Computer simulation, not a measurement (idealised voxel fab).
process module | voxel self aligned vias
cross-section cut | 290 nm wide | cells 5 nm
A cross-section is a grid of square cells, given in bands from the top down. A band is one or more rows of cells.
Each band's line starts with the height of the band's top and of its bottom, in nm. Then come its materials from left to right, each with its width in nm. One material with "throughout" fills the band from edge to edge. "air" is empty space.
Height 0 is the level under which the wafer as received is all one material. The lowest band goes on downwards, as in "0 down".
A width such as "30 to 40" changes by the same amount from each row of cells to the next, from the band's top row to its bottom row.
"no change" after a step means that no cell of the cross-section changed.
closed voids: empty space of 8 cells or more with no open way to the top, each as width x height at its distance from the left edge, in nm
after a step's settings: what the simulator itself notes on the step
overlay nm, on a step with a mask: how far to the right of its planned place the mask lay; to the left if negative
plan
1 op RECEIVE | material Si
2 op CONFORMAL_DEP | material SiO2 | thk nm 15
3 op CONFORMAL_DEP | material SiCN | thk nm 5
4 op DIRECTIONAL_DEP | material SiO2 | thk nm 20
5 op MASKED_ETCH | tone open | mask id LINES | width nm 25 | pitch nm 70 | etch materials SiO2 | depth nm 20 | overlay nm 0
6 op CONFORMAL_DEP | material TiN | thk nm 5
7 op FILL_DEP | material Ru | thk nm 10
8 op CMP | height nm 40
9 op SELECTIVE_ETCH | etch materials W Ru TiN | depth nm 10
10 op FILL_DEP | material SiN | thk nm 5
11 op CMP | height nm 40
12 op DIRECTIONAL_DEP | material SiO2 | thk nm 20
13 op PATTERN | tone open | mask id VIAS | material resist | width nm 45 | thk nm 20 | overlay nm 0
14 op DIRECTIONAL_ETCH | etch materials SiO2 | depth nm 20
15 op DIRECTIONAL_ETCH | etch materials SiN | depth nm 10
16 op STRIP | etch materials resist
17 op CONFORMAL_DEP | material TiN | thk nm 5
18 op FILL_DEP | material W | thk nm 5
19 op CMP | height nm 60
20 op CONFORMAL_DEP | material SiN | thk nm 5
as received, after step 1
  0 down: Si throughout
  closed voids: none
a wafer at the end: this start, this plan, one mistake
  65 to 60: SiN throughout
  60 to 40: SiO2 85 | TiN 5 | W 35 | TiN 5 | SiO2 160
  40 to 35: SiN 85 | TiN 15 | W 15 | TiN 15 | SiN 160
  35 to 30: SiO2 95 | TiN 25 | SiO2 45 | SiN 25 | SiO2 100
  30 to 20: SiO2 95 | TiN 5 | Ru 15 | TiN 5 | SiO2 45 | TiN 5 | Ru 15 | TiN 5 | SiO2 100
  20 to 15: SiO2 95 | TiN 25 | SiO2 45 | TiN 25 | SiO2 100
  15 to 0: SiO2 throughout
  0 down: Si throughout
  closed voids: none
what went wrong: step 3 was left out
